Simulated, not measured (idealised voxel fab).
process module | voxel tone inversion
cross-section cut | 260 nm wide | cells 5 nm
A cross-section is a grid of square cells, given in bands from the top down. A band is one or more rows of cells.
Each band's line starts with the height of the band's top and of its bottom, in nm. Then come its materials from left to right, each with its width in nm. One material with "throughout" fills the band from edge to edge. "air" is empty space.
Height 0 is the level under which the wafer as received is all one material. The lowest band goes on downwards, as in "0 down".
A width such as "30 to 40" changes by the same amount from each row of cells to the next, from the band's top row to its bottom row.
"no change" after a step means that no cell of the cross-section changed.
closed voids: empty space of 8 cells or more with no open way to the top, each as width x height at its distance from the left edge, in nm
after a step's settings: what the simulator itself notes on the step
overlay nm, on a step with a mask: how far to the right of its planned place the mask lay; to the left if negative
plan
1 op RECEIVE | material Si
2 op CONFORMAL_DEP | material SiCN | thk nm 10
3 op DIRECTIONAL_DEP | material aC | thk nm 25
4 op PATTERN | tone cover | mask id POSTS | material resist | width nm 25 | pitch nm 55 | thk nm 35 | overlay nm 0
5 op DIRECTIONAL_ETCH | etch materials aC | depth nm 25
6 op STRIP | etch materials resist
7 op FILL_DEP | material SiO2 | thk nm 5
8 op CMP | height nm 25
9 op STRIP | etch materials aC
varied across the wafers: height nm of step 8. The plan shows the first wafer's value. All wafers start alike
first wafer as received, after step 1
  0 down: Si throughout
  closed voids: none
first wafer at the end, after step 9
  25 to 10: SiO2 60 | air 25 | SiO2 30 | air 25 | SiO2 30 | air 25 | SiO2 65
  10 to 0: SiCN throughout
  0 down: Si throughout
  closed voids: none
last wafer at the end
  40 to 35: SiO2 throughout
  35 to 10: SiO2 60 | aC 25 | SiO2 30 | aC 25 | SiO2 30 | aC 25 | SiO2 65
  10 to 0: SiCN throughout
  0 down: Si throughout
  closed voids: none
each wafer at the end: cells of each material gained (+) or lost (-) since it was received, then its closed voids
height nm 25 | +104 SiCN | +111 SiO2 | closed voids: none
height nm 30 | +104 SiCN | +148 SiO2 | closed voids: none
height nm 35 | +104 SiCN | +185 SiO2 | closed voids: none
height nm 40 | +104 SiCN | +237 SiO2 | +75 aC | closed voids: none
